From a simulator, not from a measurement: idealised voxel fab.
A process module follows: voxel air gaps.
155 nm wide, 5 nm square cells: that's cross-section cut.
Each cross-section below is a grid of square cells, stated as bands in top-down order, with one or more rows of cells making up each band. Each band's line starts with the height of the band's top and of its bottom, in nm. Then come its materials from left to right, each with its width in nm. One material with "edge to edge" fills the band from edge to edge. "air" is empty space. Zero point of the height axis is 0; under it, received wafer = one material. Lowest band: continues down indefinitely, "0 nm and below". So if you see something like "30->40" for the width, read it as the top row of the band sitting at the first number and the bottom row at the second, with every row in between moving by the same amount as the last. Step marked "remained unchanged"? Then no cell in the cross-section changed in it. What "Encapsulated voids" gives you is every empty space of 8 cells or more that is cut off from the top. Each appears as width x height at distance, with the distance taken from the left edge and width, height and distance all in nm. If you see something after the settings on a step's line, that's the simulator's own remark about that step. overlay nm: right-of-plan distance of the mask on a masked step; negative values mean left-of-plan.

[This section lists the process steps that were planned]
- 1: RECEIVE,material Si
- 2: CONFORMAL_DEP,material SiO2,thk nm 10
- 3: CONFORMAL_DEP,material SiN,thk nm 5
- 4: DIRECTIONAL_DEP,material SiO2,thk nm 30
- 5: DIRECTIONAL_DEP,material aC,thk nm 10
- 6: PATTERN,tone open,mask id LINES,material resist,width nm 20,pitch nm 45,thk nm 30,overlay nm 0
- 7: DIRECTIONAL_ETCH,etch materials aC,depth nm 10
- 8: STRIP,etch materials resist
- 9: DIRECTIONAL_ETCH,etch materials SiO2,depth nm 30
- 10: STRIP,etch materials aC
- 11: CONFORMAL_DEP,material TiN,thk nm 5
- 12: FILL_DEP,material Ru,thk nm 5
- 13: CMP,height nm 45
- 14: EPI,material Ru,thk nm 10
- 15: SELECTIVE_ETCH,etch materials SiO2,depth nm 40
- 16: CONFORMAL_DEP,material SiCN,thk nm 5

[Cross-section of the incoming wafer, state after step 1]
    0 nm and below = Si edge to edge
    Encapsulated voids: none

[One mistake in running the module, otherwise start and plan as above: cross-section at the end]
    60 nm to 55 nm = SiCN edge to edge
    55 nm to 45 nm = Ru edge to edge
    45 nm to 20 nm = Ru: 15  TiN: 5  SiO2: 20  TiN: 5  Ru: 15  TiN: 5  SiO2: 20  TiN: 5  Ru: 15  TiN: 5  SiO2: 20  TiN: 5  Ru: 20
    20 nm to 15 nm = TiN: 20  SiO2: 20  TiN: 25  SiO2: 20  TiN: 25  SiO2: 20  TiN: 25
    15 nm to 10 nm = SiN edge to edge
    10 nm to 0 nm = SiO2 edge to edge
    0 nm and below = Si edge to edge
    Encapsulated voids: none
Deviation noted in wafer processing: off-plan run, step 6, actual operation and settings PATTERN,tone cover,mask id LINES,material resist,width nm 20,pitch nm 45,thk nm 30,overlay nm 0
